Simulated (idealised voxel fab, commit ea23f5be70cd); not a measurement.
You're looking at the process module voxel trench capacitor.
Cross-section cut spans 255 nm and uses square cells 5 nm in size.
How to read a cross-section here: the picture is a grid of square cells, written as bands going from the top down, and any band can span one or more rows of cells. Read a band's entry like this: the first values are the height of its top and the height of its bottom in nm, and what follows is the sequence of materials from left to right, each with its width in nm. Note that "blank" is empty space, and that a single material marked "everywhere" reaches across the band from edge to edge. Where do heights start? At 0: under that level the wafer as delivered is made of one material only. And the lowest band has no floor; it just carries on downward, as in "0 down". Graded width ("30..40"): value in top row of band = first number; value in bottom row = second number; row-to-row change constant. The designation "no alteration", where it is given for a processing step, indicates that no cell of the cross-section was altered in the course of that step. Entry "Fully sealed voids". Content: empty spaces with no open connection to the top, size 8 cells or greater. Each: width x height at distance. Distance: from left edge. Unit: nm. Past the settings on a step's line: simulator remark, on that step. "overlay nm" denotes, for a step that has a mask, the displacement of the mask to the right of its planned place, with negative values corresponding to the left.
## Listed below are the process steps as planned
step 1: RECEIVE with material Si
step 2: CONFORMAL_DEP with material SiN, thk nm 5
step 3: DIRECTIONAL_DEP with material aC, thk nm 15
step 4: PATTERN with tone open, mask id TRENCH, material resist, width nm 20, pitch nm 45, thk nm 30, overlay nm 0
step 5: DIRECTIONAL_ETCH with etch materials aC, depth nm 15
step 6: STRIP with etch materials resist
step 7: DIRECTIONAL_ETCH with etch materials SiN, depth nm 5
step 8: DIRECTIONAL_ETCH with etch materials Si, depth nm 30
step 9: STRIP with etch materials aC
step 10: CONFORMAL_DEP with material Al2O3, thk nm 5
step 11: FILL_DEP with material polySi, thk nm 5
step 12: CMP with height nm 5
## Cross-section of the wafer upon arrival, representing the state reached after step 1
	0 down | Si everywhere
	Fully sealed voids: none
## Cross-sectional result after module completion. Note: starting condition and plan are unchanged from above; one processing mistake was made
	5 to 0 | 105 SiN, then 5 Al2O3, then 10 polySi, then 5 Al2O3, then 25 SiN, then 5 Al2O3, then 10 polySi, then 5 Al2O3, then 85 SiN
	0 to -25 | 105 Si, then 5 Al2O3, then 10 polySi, then 5 Al2O3, then 25 Si, then 5 Al2O3, then 10 polySi, then 5 Al2O3, then 85 Si
	-25 to -30 | 105 Si, then 20 Al2O3, then 25 Si, then 20 Al2O3, then 85 Si
	-30 down | Si everywhere
	Fully sealed voids: none
It is concluded that the wafer was processed incorrectly with respect to the plan, in that rather than as planned, step 4 actually ran as PATTERN with tone open, mask id TRENCH, material resist, width nm 20, pitch nm 45, thk nm 30, overlay nm 10
